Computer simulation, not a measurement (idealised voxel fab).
The following is a process module called voxel self aligned vias.
We display cut, a cross-section 175 nm in width whose square cells are each 5 nm.
Cross-section layout: square cells on a grid; listed as bands, top to bottom; a band spans one or more cell rows. It is stipulated that each band's entry specify, in nanometres, the height of the top of the band and then that of its bottom, followed by the materials of the band in left-to-right sequence, each together with its width in nanometres. A single material marked by the word "throughout" is understood to fill the band from edge to edge; the word "air" is understood to denote empty space. Zero point of the height axis is 0; under it, received wafer = one material. Lowest band: continues down indefinitely, "0 down". Width spec "30 to 40" -> top row of cells at first value, bottom row at second value, equal per-row change in between. It should be understood that the words "nothing altered", when stated for a given step, signify that the cross-section underwent no change in any of its cells during that step. Under "Sealed internal voids" you'll find the enclosed gaps, the ones with no way out to the top, that are 8 cells or bigger; each reads width x height at distance, with distance counted from the left edge, everything in nm. That trailing text on a step's line, after the settings, is the simulator's own remark on the step. "overlay nm" denotes, for a step that has a mask, the displacement of the mask to the right of its planned place, with negative values corresponding to the left.
-- Set out below are the planned steps of the process
1) RECEIVE,material Si
2) CONFORMAL_DEP,material SiO2,thk nm 15
3) CONFORMAL_DEP,material SiCN,thk nm 5
4) DIRECTIONAL_DEP,material SiO2,thk nm 20
5) DIRECTIONAL_DEP,material aC,thk nm 15
6) PATTERN,tone open,mask id LINES,material resist,width nm 30,pitch nm 70,thk nm 35,overlay nm 0
7) DIRECTIONAL_ETCH,etch materials aC,depth nm 15
8) STRIP,etch materials resist
9) DIRECTIONAL_ETCH,etch materials SiO2,depth nm 20
10) STRIP,etch materials aC
11) CONFORMAL_DEP,material TiN,thk nm 5
12) FILL_DEP,material Ru,thk nm 10
13) CMP,height nm 40
14) SELECTIVE_ETCH,etch materials W Ru TiN,depth nm 10
15) FILL_DEP,material SiN,thk nm 5
16) CMP,height nm 40
17) DIRECTIONAL_DEP,material SiO2,thk nm 15
18) DIRECTIONAL_DEP,material aC,thk nm 10
19) PATTERN,tone open,mask id VIAS,material resist,width nm 50,thk nm 30,overlay nm 0
20) DIRECTIONAL_ETCH,etch materials aC,depth nm 10
21) STRIP,etch materials resist
22) DIRECTIONAL_ETCH,etch materials SiO2,depth nm 15
23) DIRECTIONAL_ETCH,etch materials SiN,depth nm 10
24) STRIP,etch materials aC
25) CONFORMAL_DEP,material TiN,thk nm 5
26) FILL_DEP,material W,thk nm 10
27) CMP,height nm 55
28) CONFORMAL_DEP,material SiN,thk nm 5
-- Received-state cross-section, reflecting completion of step 1
- 0 down | Si throughout
- Sealed internal voids: none
-- Post-module cross-section of the first of two wafers (run per plan)
- 60 to 55 | SiN throughout
- 55 to 45 | 25 of SiO2, then 5 of TiN, then 40 of W, then 5 of TiN, then 100 of SiO2
- 45 to 40 | 25 of SiO2, then 15 of TiN, then 20 of W, then 15 of TiN, then 100 of SiO2
- 40 to 35 | 35 of SiO2, then 5 of TiN, then 20 of W, then 5 of TiN, then 40 of SiO2, then 30 of SiN, then 40 of SiO2
- 35 to 30 | 35 of SiO2, then 30 of TiN, then 40 of SiO2, then 30 of SiN, then 40 of SiO2
- 30 to 25 | 35 of SiO2, then 5 of TiN, then 20 of Ru, then 5 of TiN, then 40 of SiO2, then 5 of TiN, then 20 of Ru, then 5 of TiN, then 40 of SiO2
- 25 to 20 | 35 of SiO2, then 30 of TiN, then 40 of SiO2, then 30 of TiN, then 40 of SiO2
- 20 to 15 | SiCN throughout
- 15 to 0 | SiO2 throughout
- 0 down | Si throughout
- Sealed internal voids: none
-- Cross-sectional image of the second wafer of the two following completion of the module. Starting state and process plan were the same as for the first wafer; one execution error occurred
- 60 to 55 | SiN throughout
- 55 to 40 | 25 of SiO2, then 5 of TiN, then 40 of W, then 5 of TiN, then 100 of SiO2
- 40 to 35 | 25 of SiN, then 15 of TiN, then 20 of W, then 15 of TiN, then 100 of SiN
- 35 to 30 | 35 of SiO2, then 30 of TiN, then 40 of SiO2, then 30 of SiN, then 40 of SiO2
- 30 to 20 | 35 of SiO2, then 5 of TiN, then 20 of Ru, then 5 of TiN, then 40 of SiO2, then 5 of TiN, then 20 of Ru, then 5 of TiN, then 40 of SiO2
- 20 to 15 | 35 of SiO2, then 30 of TiN, then 40 of SiO2, then 30 of TiN, then 40 of SiO2
- 15 to 0 | SiO2 throughout
- 0 down | Si throughout
- Sealed internal voids: none
Which mistake was made when the wafer was run? step 3 of the plan: omitted, not performed
FYI, end of process, the second wafer has more or fewer cells of some materials than the first: +8 Ru; -35 SiCN; +19 SiN; +4 TiN; +4 W
